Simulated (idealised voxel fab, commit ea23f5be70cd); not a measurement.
Herein follows the process module entitled voxel transistor to metal.
The width of the displayed cross-section, cut, is 300 nm; its cells are square, with a size of 5 nm.
Cross-section = grid of square cells, listed top down in bands; band = one or more rows. What a band's entry tells you: where the top is and where the bottom is, as heights in nm, and after that what lies inside, material by material from left to right, each with its width in nm. Empty space is written as the word "air", and a single material marked with the word "throughout" occupies the band from edge to edge. Ref level 0: as-received wafer is one material below here. Bottom band extends down with no lower bound ("z 0 and below"). A width such as "30 to 40" changes by the same amount from each row of cells to the next, from the band's top row to its bottom row. Where a step carries "remained unchanged", the cross-section came out of it unchanged, cell for cell. Closed empty spaces (no open way to the top) of 8 cells or more are what "Catalogued sealed voids" lists, each as width x height at distance from the left edge, nm for all three. Whatever follows a step's settings on its line is a remark the simulator itself makes about that step. The line of a step may include "overlay nm". On a step with a mask, this value is how far to the right of its planned place the mask lay. A negative value means the mask lay to the left. Guide to the pairs. Each holds a before and an after cross-section around one process step; the after cross-section is cut off at the lowest band that changed. Look under the pair for the step between them and its settings. Pairs can come from different runs of this module on the same starting wafer, so a pair follows on from the one above it only where its entry headed "Before-step section" says it does.
## Before-step section
> z 50 to 35 = aC throughout
> z 35 to 25 = SiO2 throughout
> z 25 to 20 = SiCN throughout
> z 20 to 10 = 40 of SiO2, then 5 of TiN, then 5 of W, then 5 of TiN, then 60 of SiO2, then 5 of TiN, then 5 of W, then 5 of TiN, then 40 of SiO2, then 5 of TiN, then 5 of W, then 5 of TiN, then 60 of SiO2, then 5 of TiN, then 5 of W, then 5 of TiN, then 40 of SiO2
> z 10 to 5 = 40 of SiO2, then 15 of TiN, then 5 of SiO2, then 5 of SiN, then 5 of HfO2, then 5 of TiN, then 20 of W, then 5 of TiN, then 5 of HfO2, then 5 of SiN, then 5 of SiO2, then 15 of TiN, then 40 of SiO2, then 15 of TiN, then 5 of SiO2, then 5 of SiN, then 5 of HfO2, then 5 of TiN, then 20 of W, then 5 of TiN, then 5 of HfO2, then 5 of SiN, then 5 of SiO2, then 15 of TiN, then 40 of SiO2
> z 5 to 0 = 40 of SiO2, then 5 of TiN, then 15 of SiGe, then 5 of SiN, then 5 of HfO2, then 5 of TiN, then 20 of W, then 5 of TiN, then 5 of HfO2, then 5 of SiN, then 15 of SiGe, then 5 of TiN, then 40 of SiO2, then 5 of TiN, then 15 of SiGe, then 5 of SiN, then 5 of HfO2, then 5 of TiN, then 20 of W, then 5 of TiN, then 5 of HfO2, then 5 of SiN, then 15 of SiGe, then 5 of TiN, then 40 of SiO2
> z 0 to -5 = 40 of SiO2, then 5 of TiN, then 15 of SiGe, then 5 of SiN, then 5 of HfO2, then 30 of TiN, then 5 of HfO2, then 5 of SiN, then 15 of SiGe, then 5 of TiN, then 40 of SiO2, then 5 of TiN, then 15 of SiGe, then 5 of SiN, then 5 of HfO2, then 30 of TiN, then 5 of HfO2, then 5 of SiN, then 15 of SiGe, then 5 of TiN, then 40 of SiO2
> z -5 to -10 = 40 of SiO2, then 5 of TiN, then 15 of SiGe, then 5 of SiO2, then 40 of HfO2, then 5 of SiO2, then 15 of SiGe, then 5 of TiN, then 40 of SiO2, then 5 of TiN, then 15 of SiGe, then 5 of SiO2, then 40 of HfO2, then 5 of SiO2, then 15 of SiGe, then 5 of TiN, then 40 of SiO2
> z -10 to -25 = 30 of SiO2, then 30 of SiGe, then 50 of Si, then 30 of SiGe, then 20 of SiO2, then 30 of SiGe, then 50 of Si, then 30 of SiGe, then 30 of SiO2
> z -25 and below = Si throughout
> Catalogued sealed voids: none
## Step Outcome
> z 85 to 50 = 40 of resist, then 15 of air, then 60 of resist, then 15 of air, then 40 of resist, then 15 of air, then 60 of resist, then 15 of air, then 40 of resist
> Below 50, the layers are the same as they were.
> Catalogued sealed voids: none
Transition step, before and after shown above: op PATTERN | tone open | mask id METAL_1 | material resist | width nm 15 | thk nm 35 | overlay nm 0
Before-step section: this step begins from the cross-section that the pair just above shows after its step.
## Step Outcome
> z 70 to 50 = 40 of resist, then 15 of air, then 60 of resist, then 15 of air, then 40 of resist, then 15 of air, then 60 of resist, then 15 of air, then 40 of resist
> z 50 to 35 = 40 of aC, then 15 of air, then 60 of aC, then 15 of air, then 40 of aC, then 15 of air, then 60 of aC, then 15 of air, then 40 of aC
> Below 35, the layers are the same as they were.
> Catalogued sealed voids: none
Transition step, before and after shown above: op DIRECTIONAL_ETCH | etch materials aC | depth nm 15
Before-step section: this step begins from the cross-section that the pair just above shows after its step.
## Step Outcome
> z 50 to 35 = 40 of aC, then 15 of air, then 60 of aC, then 15 of air, then 40 of aC, then 15 of air, then 60 of aC, then 15 of air, then 40 of aC
> Below 35, the layers are the same as they were.
> Catalogued sealed voids: none
Transition step, before and after shown above: op STRIP | etch materials resist
Before-step section: this step begins from the cross-section that the pair just above shows after its step.
## Step Outcome
> z 50 to 35 = 40 of aC, then 15 of air, then 60 of aC, then 15 of air, then 40 of aC, then 15 of air, then 60 of aC, then 15 of air, then 40 of aC
> z 35 to 25 = 40 of SiO2, then 15 of air, then 60 of SiO2, then 15 of air, then 40 of SiO2, then 15 of air, then 60 of SiO2, then 15 of air, then 40 of SiO2
> Below 25, the layers are the same as they were.
> Catalogued sealed voids: none
Transition step, before and after shown above: op DIRECTIONAL_ETCH | etch materials SiO2 | depth nm 15
Before-step section: this step begins from the cross-section that the pair just above shows after its step.
## Step Outcome
> z 50 to 35 = 40 of aC, then 15 of air, then 60 of aC, then 15 of air, then 40 of aC, then 15 of air, then 60 of aC, then 15 of air, then 40 of aC
> z 35 to 25 = 40 of SiO2, then 15 of air, then 60 of SiO2, then 15 of air, then 40 of SiO2, then 15 of air, then 60 of SiO2, then 15 of air, then 40 of SiO2
> z 25 to 20 = 40 of SiCN, then 15 of air, then 60 of SiCN, then 15 of air, then 40 of SiCN, then 15 of air, then 60 of SiCN, then 15 of air, then 40 of SiCN
> Below 20, the layers are the same as they were.
> Catalogued sealed voids: none
Transition step, before and after shown above: op DIRECTIONAL_ETCH | etch materials SiCN | depth nm 5
Before-step section: this step begins from the cross-section that the pair just above shows after its step.
## Step Outcome
> z 35 to 25 = 40 of SiO2, then 15 of air, then 60 of SiO2, then 15 of air, then 40 of SiO2, then 15 of air, then 60 of SiO2, then 15 of air, then 40 of SiO2
> Below 25, the layers are the same as they were.
> Catalogued sealed voids: none
Transition step, before and after shown above: op STRIP | etch materials aC
Before-step section: this step begins from the cross-section that the pair just above shows after its step.
## Step Outcome
> z 40 to 35 = 45 of TiN, then 5 of air, then 70 of TiN, then 5 of air, then 50 of TiN, then 5 of air, then 70 of TiN, then 5 of air, then 45 of TiN
> z 35 to 25 = 40 of SiO2, then 5 of TiN, then 5 of air, then 5 of TiN, then 60 of SiO2, then 5 of TiN, then 5 of air, then 5 of TiN, then 40 of SiO2, then 5 of TiN, then 5 of air, then 5 of TiN, then 60 of SiO2, then 5 of TiN, then 5 of air, then 5 of TiN, then 40 of SiO2
> z 25 to 20 = 40 of SiCN, then 15 of TiN, then 60 of SiCN, then 15 of TiN, then 40 of SiCN, then 15 of TiN, then 60 of SiCN, then 15 of TiN, then 40 of SiCN
> Below 20, the layers are the same as they were.
> Catalogued sealed voids: none
Transition step, before and after shown above: op CONFORMAL_DEP | material TiN | thk nm 5
Before-step section: this step begins from the cross-section that the pair just above shows after its step.
## Step Outcome
> z 50 to 40 = W throughout
> z 40 to 35 = 45 of TiN, then 5 of W, then 70 of TiN, then 5 of W, then 50 of TiN, then 5 of W, then 70 of TiN, then 5 of W, then 45 of TiN
> z 35 to 25 = 40 of SiO2, then 5 of TiN, then 5 of W, then 5 of TiN, then 60 of SiO2, then 5 of TiN, then 5 of W, then 5 of TiN, then 40 of SiO2, then 5 of TiN, then 5 of W, then 5 of TiN, then 60 of SiO2, then 5 of TiN, then 5 of W, then 5 of TiN, then 40 of SiO2
> Below 25, the layers are the same as they were.
> Catalogued sealed voids: none
Transition step, before and after shown above: op FILL_DEP | material W | thk nm 10
Before-step section: this step begins from the cross-section that the pair just above shows after its step.
## Step Outcome
> z 40 to 35 = 45 of TiN, then 5 of W, then 70 of TiN, then 5 of W, then 50 of TiN, then 5 of W, then 70 of TiN, then 5 of W, then 45 of TiN
> Below 35, the layers are the same as they were.
> Catalogued sealed voids: none
Transition step, before and after shown above: op CMP | height nm 40
Before-step section: this step begins from the cross-section that the pair just above shows after its step.
## Step Outcome
> z 45 to 40 = SiN throughout
> Below 40, the layers are the same as they were.
> Catalogued sealed voids: none
Transition step, before and after shown above: op CONFORMAL_DEP | material SiN | thk nm 5
## Before-step section
> z 55 to 40 = aC throughout
> z 40 to 25 = SiO2 throughout
> z 25 to 20 = SiCN throughout
> z 20 to 10 = 40 of SiO2, then 5 of TiN, then 5 of W, then 5 of TiN, then 60 of SiO2, then 5 of TiN, then 5 of W, then 5 of TiN, then 40 of SiO2, then 5 of TiN, then 5 of W, then 5 of TiN, then 60 of SiO2, then 5 of TiN, then 5 of W, then 5 of TiN, then 40 of SiO2
> z 10 to 5 = 40 of SiO2, then 15 of TiN, then 5 of SiO2, then 5 of SiN, then 5 of HfO2, then 5 of TiN, then 20 of W, then 5 of TiN, then 5 of HfO2, then 5 of SiN, then 5 of SiO2, then 15 of TiN, then 40 of SiO2, then 15 of TiN, then 5 of SiO2, then 5 of SiN, then 5 of HfO2, then 5 of TiN, then 20 of W, then 5 of TiN, then 5 of HfO2, then 5 of SiN, then 5 of SiO2, then 15 of TiN, then 40 of SiO2
> z 5 to 0 = 40 of SiO2, then 5 of TiN, then 15 of SiGe, then 5 of SiN, then 5 of HfO2, then 5 of TiN, then 20 of W, then 5 of TiN, then 5 of HfO2, then 5 of SiN, then 15 of SiGe, then 5 of TiN, then 40 of SiO2, then 5 of TiN, then 15 of SiGe, then 5 of SiN, then 5 of HfO2, then 5 of TiN, then 20 of W, then 5 of TiN, then 5 of HfO2, then 5 of SiN, then 15 of SiGe, then 5 of TiN, then 40 of SiO2
> z 0 to -5 = 40 of SiO2, then 5 of TiN, then 15 of SiGe, then 5 of SiN, then 5 of HfO2, then 30 of TiN, then 5 of HfO2, then 5 of SiN, then 15 of SiGe, then 5 of TiN, then 40 of SiO2, then 5 of TiN, then 15 of SiGe, then 5 of SiN, then 5 of HfO2, then 30 of TiN, then 5 of HfO2, then 5 of SiN, then 15 of SiGe, then 5 of TiN, then 40 of SiO2
> z -5 to -10 = 40 of SiO2, then 5 of TiN, then 15 of SiGe, then 5 of SiO2, then 40 of HfO2, then 5 of SiO2, then 15 of SiGe, then 5 of TiN, then 40 of SiO2, then 5 of TiN, then 15 of SiGe, then 5 of SiO2, then 40 of HfO2, then 5 of SiO2, then 15 of SiGe, then 5 of TiN, then 40 of SiO2
> z -10 to -25 = 30 of SiO2, then 30 of SiGe, then 50 of Si, then 30 of SiGe, then 20 of SiO2, then 30 of SiGe, then 50 of Si, then 30 of SiGe, then 30 of SiO2
> z -25 and below = Si throughout
> Catalogued sealed voids: none
## Step Outcome
> z 90 to 55 = 35 of resist, then 25 of air, then 50 of resist, then 25 of air, then 30 of resist, then 25 of air, then 50 of resist, then 25 of air, then 35 of resist
> Below 55, the layers are the same as they were.
> Catalogued sealed voids: none
Transition step, before and after shown above: op PATTERN | tone open | mask id METAL_1 | material resist | width nm 25 | thk nm 35 | overlay nm 0
Before-step section: this step begins from the cross-section that the pair just above shows after its step.
## Step Outcome
> z 75 to 55 = 35 of resist, then 25 of air, then 50 of resist, then 25 of air, then 30 of resist, then 25 of air, then 50 of resist, then 25 of air, then 35 of resist
> z 55 to 40 = 35 of aC, then 25 of air, then 50 of aC, then 25 of air, then 30 of aC, then 25 of air, then 50 of aC, then 25 of air, then 35 of aC
> Below 40, the layers are the same as they were.
> Catalogued sealed voids: none
Transition step, before and after shown above: op DIRECTIONAL_ETCH | etch materials aC | depth nm 15
Before-step section: this step begins from the cross-section that the pair just above shows after its step.
## Step Outcome
> z 55 to 40 = 35 of aC, then 25 of air, then 50 of aC, then 25 of air, then 30 of aC, then 25 of air, then 50 of aC, then 25 of air, then 35 of aC
> Below 40, the layers are the same as they were.
> Catalogued sealed voids: none
Transition step, before and after shown above: op STRIP | etch materials resist
Before-step section: this step begins from the cross-section that the pair just above shows after its step.
## Step Outcome
> z 55 to 40 = 35 of aC, then 25 of air, then 50 of aC, then 25 of air, then 30 of aC, then 25 of air, then 50 of aC, then 25 of air, then 35 of aC
> z 40 to 25 = 35 of SiO2, then 25 of air, then 50 of SiO2, then 25 of air, then 30 of SiO2, then 25 of air, then 50 of SiO2, then 25 of air, then 35 of SiO2
> Below 25, the layers are the same as they were.
> Catalogued sealed voids: none
Transition step, before and after shown above: op DIRECTIONAL_ETCH | etch materials SiO2 | depth nm 15
Before-step section: this step begins from the cross-section that the pair just above shows after its step.
## Step Outcome
> z 55 to 40 = 35 of aC, then 25 of air, then 50 of aC, then 25 of air, then 30 of aC, then 25 of air, then 50 of aC, then 25 of air, then 35 of aC
> z 40 to 25 = 35 of SiO2, then 25 of air, then 50 of SiO2, then 25 of air, then 30 of SiO2, then 25 of air, then 50 of SiO2, then 25 of air, then 35 of SiO2
> z 25 to 20 = 35 of SiCN, then 25 of air, then 50 of SiCN, then 25 of air, then 30 of SiCN, then 25 of air, then 50 of SiCN, then 25 of air, then 35 of SiCN
> Below 20, the layers are the same as they were.
> Catalogued sealed voids: none
Transition step, before and after shown above: op DIRECTIONAL_ETCH | etch materials SiCN | depth nm 5
Before-step section: this step begins from the cross-section that the pair just above shows after its step.
## Step Outcome
> z 40 to 25 = 35 of SiO2, then 25 of air, then 50 of SiO2, then 25 of air, then 30 of SiO2, then 25 of air, then 50 of SiO2, then 25 of air, then 35 of SiO2
> Below 25, the layers are the same as they were.
> Catalogued sealed voids: none
Transition step, before and after shown above: op STRIP | etch materials aC
Before-step section: this step begins from the cross-section that the pair just above shows after its step.
## Step Outcome
> z 45 to 40 = 40 of TiN, then 15 of air, then 60 of TiN, then 15 of air, then 40 of TiN, then 15 of air, then 60 of TiN, then 15 of air, then 40 of TiN
> z 40 to 25 = 35 of SiO2, then 5 of TiN, then 15 of air, then 5 of TiN, then 50 of SiO2, then 5 of TiN, then 15 of air, then 5 of TiN, then 30 of SiO2, then 5 of TiN, then 15 of air, then 5 of TiN, then 50 of SiO2, then 5 of TiN, then 15 of air, then 5 of TiN, then 35 of SiO2
> z 25 to 20 = 35 of SiCN, then 25 of TiN, then 50 of SiCN, then 25 of TiN, then 30 of SiCN, then 25 of TiN, then 50 of SiCN, then 25 of TiN, then 35 of SiCN
> Below 20, the layers are the same as they were.
> Catalogued sealed voids: none
Transition step, before and after shown above: op CONFORMAL_DEP | material TiN | thk nm 5
Before-step section: this step begins from the cross-section that the pair just above shows after its step.
## Step Outcome
> z 55 to 45 = W throughout
> z 45 to 40 = 40 of TiN, then 15 of W, then 60 of TiN, then 15 of W, then 40 of TiN, then 15 of W, then 60 of TiN, then 15 of W, then 40 of TiN
> z 40 to 25 = 35 of SiO2, then 5 of TiN, then 15 of W, then 5 of TiN, then 50 of SiO2, then 5 of TiN, then 15 of W, then 5 of TiN, then 30 of SiO2, then 5 of TiN, then 15 of W, then 5 of TiN, then 50 of SiO2, then 5 of TiN, then 15 of W, then 5 of TiN, then 35 of SiO2
> Below 25, the layers are the same as they were.
> Catalogued sealed voids: none
Transition step, before and after shown above: op FILL_DEP | material W | thk nm 10
Before-step section: this step begins from the cross-section that the pair just above shows after its step.
## Step Outcome
> z 40 to 25 = 35 of SiO2, then 5 of TiN, then 15 of W, then 5 of TiN, then 50 of SiO2, then 5 of TiN, then 15 of W, then 5 of TiN, then 30 of SiO2, then 5 of TiN, then 15 of W, then 5 of TiN, then 50 of SiO2, then 5 of TiN, then 15 of W, then 5 of TiN, then 35 of SiO2
> Below 25, the layers are the same as they were.
> Catalogued sealed voids: none
Transition step, before and after shown above: op CMP | height nm 40
Before-step section: this step begins from the cross-section that the pair just above shows after its step.
## Step Outcome
> z 45 to 40 = SiN throughout
> Below 40, the layers are the same as they were.
> Catalogued sealed voids: none
Transition step, before and after shown above: op CONFORMAL_DEP | material SiN | thk nm 5
## Before-step section
> z 40 to 25 = aC throughout
> z 25 to 15 = SiCN throughout
> z 15 to -5 = polySi throughout
> z -5 to -10 = SiO2 throughout
> z -10 to -25 = 30 of SiO2, then 110 of Si, then 20 of SiO2, then 110 of Si, then 30 of SiO2
> z -25 and below = Si throughout
> Catalogued sealed voids: none
## Step Outcome
> z 70 to 40 = 60 of air, then 30 of resist, then 100 of air, then 30 of resist, then 80 of air
> Below 40, the layers are the same as they were.
> Catalogued sealed voids: none
Transition step, before and after shown above: op PATTERN | tone cover | mask id GATE | material resist | width nm 30 | pitch nm 130 | thk nm 30 | overlay nm -10
Before-step section: this step begins from the cross-section that the pair just above shows after its step.
## Step Outcome
> z 55 to 40 = 60 of air, then 30 of resist, then 100 of air, then 30 of resist, then 80 of air
> z 40 to 25 = 60 of air, then 30 of aC, then 100 of air, then 30 of aC, then 80 of air
> Below 25, the layers are the same as they were.
> Catalogued sealed voids: none
Transition step, before and after shown above: op DIRECTIONAL_ETCH | etch materials aC | depth nm 15
Before-step section: this step begins from the cross-section that the pair just above shows after its step.
## Step Outcome
> z 40 to 25 = 60 of air, then 30 of aC, then 100 of air, then 30 of aC, then 80 of air
> Below 25, the layers are the same as they were.
> Catalogued sealed voids: none
Transition step, before and after shown above: op STRIP | etch materials resist
Before-step section: this step begins from the cross-section that the pair just above shows after its step.
## Step Outcome
> z 40 to 25 = 60 of air, then 30 of aC, then 100 of air, then 30 of aC, then 80 of air
> z 25 to 15 = 60 of air, then 30 of SiCN, then 100 of air, then 30 of SiCN, then 80 of air
> Below 15, the layers are the same as they were.
> Catalogued sealed voids: none
Transition step, before and after shown above: op DIRECTIONAL_ETCH | etch materials SiCN | depth nm 20
Before-step section: this step begins from the cross-section that the pair just above shows after its step.
## Step Outcome
> z 40 to 25 = 60 of air, then 30 of aC, then 100 of air, then 30 of aC, then 80 of air
> z 25 to 15 = 60 of air, then 30 of SiCN, then 100 of air, then 30 of SiCN, then 80 of air
> z 15 to -5 = 60 of air, then 30 of polySi, then 100 of air, then 30 of polySi, then 80 of air
> Below -5, the layers are the same as they were.
> Catalogued sealed voids: none
Transition step, before and after shown above: op DIRECTIONAL_ETCH | etch materials polySi | depth nm 30
Before-step section: this step begins from the cross-section that the pair just above shows after its step.
## Step Outcome
> z 25 to 15 = 60 of air, then 30 of SiCN, then 100 of air, then 30 of SiCN, then 80 of air
> Below 15, the layers are the same as they were.
> Catalogued sealed voids: none
Transition step, before and after shown above: op STRIP | etch materials aC
Before-step section: this step begins from the cross-section that the pair just above shows after its step.
## Step Outcome
> z 30 to 25 = 55 of air, then 40 of SiO2, then 90 of air, then 40 of SiO2, then 75 of air
> z 25 to 15 = 55 of air, then 5 of SiO2, then 30 of SiCN, then 5 of SiO2, then 90 of air, then 5 of SiO2, then 30 of SiCN, then 5 of SiO2, then 75 of air
> z 15 to 0 = 55 of air, then 5 of SiO2, then 30 of polySi, then 5 of SiO2, then 90 of air, then 5 of SiO2, then 30 of polySi, then 5 of SiO2, then 75 of air
> z 0 to -5 = 60 of SiO2, then 30 of polySi, then 100 of SiO2, then 30 of polySi, then 80 of SiO2
> Below -5, the layers are the same as they were.
> Catalogued sealed voids: none
Transition step, before and after shown above: op CONFORMAL_DEP | material SiO2 | thk nm 5
Before-step section: this step begins from the cross-section that the pair just above shows after its step.
## Step Outcome
> z 25 to 15 = 55 of air, then 5 of SiO2, then 30 of SiCN, then 5 of SiO2, then 90 of air, then 5 of SiO2, then 30 of SiCN, then 5 of SiO2, then 75 of air
> z 15 to -5 = 55 of air, then 5 of SiO2, then 30 of polySi, then 5 of SiO2, then 90 of air, then 5 of SiO2, then 30 of polySi, then 5 of SiO2, then 75 of air
> Below -5, the layers are the same as they were.
> Catalogued sealed voids: none
Transition step, before and after shown above: op DIRECTIONAL_ETCH | etch materials SiO2 | depth nm 5
Before-step section: this step begins from the cross-section that the pair just above shows after its step.
## Step Outcome
> z 30 to 25 = 50 of air, then 50 of SiN, then 80 of air, then 50 of SiN, then 70 of air
> z 25 to 15 = 50 of air, then 5 of SiN, then 5 of SiO2, then 30 of SiCN, then 5 of SiO2, then 5 of SiN, then 80 of air, then 5 of SiN, then 5 of SiO2, then 30 of SiCN, then 5 of SiO2, then 5 of SiN, then 70 of air
> z 15 to 0 = 50 of air, then 5 of SiN, then 5 of SiO2, then 30 of polySi, then 5 of SiO2, then 5 of SiN, then 80 of air, then 5 of SiN, then 5 of SiO2, then 30 of polySi, then 5 of SiO2, then 5 of SiN, then 70 of air
> z 0 to -5 = 55 of SiN, then 5 of SiO2, then 30 of polySi, then 5 of SiO2, then 90 of SiN, then 5 of SiO2, then 30 of polySi, then 5 of SiO2, then 75 of SiN
> Below -5, the layers are the same as they were.
> Catalogued sealed voids: none
Transition step, before and after shown above: op CONFORMAL_DEP | material SiN | thk nm 5
Before-step section: this step begins from the cross-section that the pair just above shows after its step.
## Step Outcome
> z 25 to 15 = 50 of air, then 5 of SiN, then 5 of SiO2, then 30 of SiCN, then 5 of SiO2, then 5 of SiN, then 80 of air, then 5 of SiN, then 5 of SiO2, then 30 of SiCN, then 5 of SiO2, then 5 of SiN, then 70 of air
> z 15 to -5 = 50 of air, then 5 of SiN, then 5 of SiO2, then 30 of polySi, then 5 of SiO2, then 5 of SiN, then 80 of air, then 5 of SiN, then 5 of SiO2, then 30 of polySi, then 5 of SiO2, then 5 of SiN, then 70 of air
> Below -5, the layers are the same as they were.
> Catalogued sealed voids: none
Transition step, before and after shown above: op DIRECTIONAL_ETCH | etch materials SiN | depth nm 5
Before-step section: this step begins from the cross-section that the pair just above shows after its step.
## Step Outcome
> z 25 to 20 = 50 of air, then 5 of SiN, then 5 of air, then 30 of SiCN, then 5 of air, then 5 of SiN, then 80 of air, then 5 of SiN, then 5 of air, then 30 of SiCN, then 5 of air, then 5 of SiN, then 70 of air
> z 20 to 15 = 50 of air, then 5 of SiN, then 5 of SiO2, then 30 of SiCN, then 5 of SiO2, then 5 of SiN, then 80 of air, then 5 of SiN, then 5 of SiO2, then 30 of SiCN, then 5 of SiO2, then 5 of SiN, then 70 of air
> z 15 to -5 = 50 of air, then 5 of SiN, then 5 of SiO2, then 30 of polySi, then 5 of SiO2, then 5 of SiN, then 80 of air, then 5 of SiN, then 5 of SiO2, then 30 of polySi, then 5 of SiO2, then 5 of SiN, then 70 of air
> z -5 to -10 = 50 of air, then 50 of SiO2, then 80 of air, then 50 of SiO2, then 70 of air
> Below -10, the layers are the same as they were.
> Catalogued sealed voids: none
Transition step, before and after shown above: op DIRECTIONAL_ETCH | etch materials SiO2 | depth nm 5
Before-step section: this step begins from the cross-section that the pair just above shows after its step.
## Step Outcome
> z 25 to 20 = 50 of air, then 5 of SiN, then 5 of air, then 30 of SiCN, then 5 of air, then 5 of SiN, then 80 of air, then 5 of SiN, then 5 of air, then 30 of SiCN, then 5 of air, then 5 of SiN, then 70 of air
> z 20 to 15 = 50 of air, then 5 of SiN, then 5 of SiO2, then 30 of SiCN, then 5 of SiO2, then 5 of SiN, then 80 of air, then 5 of SiN, then 5 of SiO2, then 30 of SiCN, then 5 of SiO2, then 5 of SiN, then 70 of air
> z 15 to -5 = 50 of air, then 5 of SiN, then 5 of SiO2, then 30 of polySi, then 5 of SiO2, then 5 of SiN, then 80 of air, then 5 of SiN, then 5 of SiO2, then 30 of polySi, then 5 of SiO2, then 5 of SiN, then 70 of air
> z -5 to -10 = 50 of air, then 50 of SiO2, then 80 of air, then 50 of SiO2, then 70 of air
> z -10 to -25 = 30 of SiO2, then 20 of air, then 50 of Si, then 40 of air, then 20 of SiO2, then 20 of air, then 50 of Si, then 40 of air, then 30 of SiO2
> Below -25, the layers are the same as they were.
> Catalogued sealed voids: none
Transition step, before and after shown above: op DIRECTIONAL_ETCH | etch materials Si | depth nm 15
Before-step section: this step begins from the cross-section that the pair just above shows after its step.
## Step Outcome
> z 25 to 20 = 50 of air, then 5 of SiN, then 5 of air, then 30 of SiCN, then 5 of air, then 5 of SiN, then 80 of air, then 5 of SiN, then 5 of air, then 30 of SiCN, then 5 of air, then 5 of SiN, then 70 of air
> z 20 to 15 = 50 of air, then 5 of SiN, then 5 of SiO2, then 30 of SiCN, then 5 of SiO2, then 5 of SiN, then 80 of air, then 5 of SiN, then 5 of SiO2, then 30 of SiCN, then 5 of SiO2, then 5 of SiN, then 70 of air
> z 15 to 5 = 50 of air, then 5 of SiN, then 5 of SiO2, then 30 of polySi, then 5 of SiO2, then 5 of SiN, then 80 of air, then 5 of SiN, then 5 of SiO2, then 30 of polySi, then 5 of SiO2, then 5 of SiN, then 70 of air
> z 5 to -5 = 35 of air, then 15 of SiGe, then 5 of SiN, then 5 of SiO2, then 30 of polySi, then 5 of SiO2, then 5 of SiN, then 15 of SiGe, then 50 of air, then 15 of SiGe, then 5 of SiN, then 5 of SiO2, then 30 of polySi, then 5 of SiO2, then 5 of SiN, then 15 of SiGe, then 55 of air
> z -5 to -10 = 35 of air, then 15 of SiGe, then 50 of SiO2, then 15 of SiGe, then 50 of air, then 15 of SiGe, then 50 of SiO2, then 15 of SiGe, then 55 of air
> z -10 to -25 = 30 of SiO2, then 20 of SiGe, then 50 of Si, then 40 of SiGe, then 20 of SiO2, then 20 of SiGe, then 50 of Si, then 40 of SiGe, then 30 of SiO2
> Below -25, the layers are the same as they were.
> Catalogued sealed voids: none
Transition step, before and after shown above: op EPI | material SiGe | thk nm 15
Before-step section: this step begins from the cross-section that the pair just above shows after its step.
## Step Outcome
> z 35 to 25 = SiO2 throughout
> z 25 to 15 = 50 of SiO2, then 5 of SiN, then 5 of SiO2, then 30 of SiCN, then 5 of SiO2, then 5 of SiN, then 80 of SiO2, then 5 of SiN, then 5 of SiO2, then 30 of SiCN, then 5 of SiO2, then 5 of SiN, then 70 of SiO2
> z 15 to 5 = 50 of SiO2, then 5 of SiN, then 5 of SiO2, then 30 of polySi, then 5 of SiO2, then 5 of SiN, then 80 of SiO2, then 5 of SiN, then 5 of SiO2, then 30 of polySi, then 5 of SiO2, then 5 of SiN, then 70 of SiO2
> z 5 to -5 = 35 of SiO2, then 15 of SiGe, then 5 of SiN, then 5 of SiO2, then 30 of polySi, then 5 of SiO2, then 5 of SiN, then 15 of SiGe, then 50 of SiO2, then 15 of SiGe, then 5 of SiN, then 5 of SiO2, then 30 of polySi, then 5 of SiO2, then 5 of SiN, then 15 of SiGe, then 55 of SiO2
> z -5 to -10 = 35 of SiO2, then 15 of SiGe, then 50 of SiO2, then 15 of SiGe, then 50 of SiO2, then 15 of SiGe, then 50 of SiO2, then 15 of SiGe, then 55 of SiO2
> Below -10, the layers are the same as they were.
> Catalogued sealed voids: none
Transition step, before and after shown above: op FILL_DEP | material SiO2 | thk nm 10
Before-step section: this step begins from the cross-section that the pair just above shows after its step.
## Step Outcome
> z 15 to 5 = 50 of SiO2, then 5 of SiN, then 5 of SiO2, then 30 of polySi, then 5 of SiO2, then 5 of SiN, then 80 of SiO2, then 5 of SiN, then 5 of SiO2, then 30 of polySi, then 5 of SiO2, then 5 of SiN, then 70 of SiO2
> Below 5, the layers are the same as they were.
> Catalogued sealed voids: none
Transition step, before and after shown above: op CMP | height nm 15
Before-step section: this step begins from the cross-section that the pair just above shows after its step.
## Step Outcome
> z 15 to 5 = 50 of SiO2, then 5 of SiN, then 5 of SiO2, then 30 of air, then 5 of SiO2, then 5 of SiN, then 80 of SiO2, then 5 of SiN, then 5 of SiO2, then 30 of air, then 5 of SiO2, then 5 of SiN, then 70 of SiO2
> z 5 to -5 = 35 of SiO2, then 15 of SiGe, then 5 of SiN, then 5 of SiO2, then 30 of air, then 5 of SiO2, then 5 of SiN, then 15 of SiGe, then 50 of SiO2, then 15 of SiGe, then 5 of SiN, then 5 of SiO2, then 30 of air, then 5 of SiO2, then 5 of SiN, then 15 of SiGe, then 55 of SiO2
> Below -5, the layers are the same as they were.
> Catalogued sealed voids: none
Transition step, before and after shown above: op STRIP | etch materials polySi
Before-step section: this step begins from the cross-section that the pair just above shows after its step.
## Step Outcome
> z 15 to 10 = 50 of air, then 5 of SiN, then 40 of air, then 5 of SiN, then 80 of air, then 5 of SiN, then 40 of air, then 5 of SiN, then 70 of air
> z 10 to 5 = 50 of SiO2, then 5 of SiN, then 40 of air, then 5 of SiN, then 80 of SiO2, then 5 of SiN, then 40 of air, then 5 of SiN, then 70 of SiO2
> z 5 to -5 = 35 of SiO2, then 15 of SiGe, then 5 of SiN, then 40 of air, then 5 of SiN, then 15 of SiGe, then 50 of SiO2, then 15 of SiGe, then 5 of SiN, then 40 of air, then 5 of SiN, then 15 of SiGe, then 55 of SiO2
> z -5 to -10 = 35 of SiO2, then 15 of SiGe, then 5 of SiO2, then 40 of air, then 5 of SiO2, then 15 of SiGe, then 50 of SiO2, then 15 of SiGe, then 5 of SiO2, then 40 of air, then 5 of SiO2, then 15 of SiGe, then 55 of SiO2
> Below -10, the layers are the same as they were.
> Catalogued sealed voids: none
Transition step, before and after shown above: op SELECTIVE_ETCH | etch materials SiO2 | depth nm 5
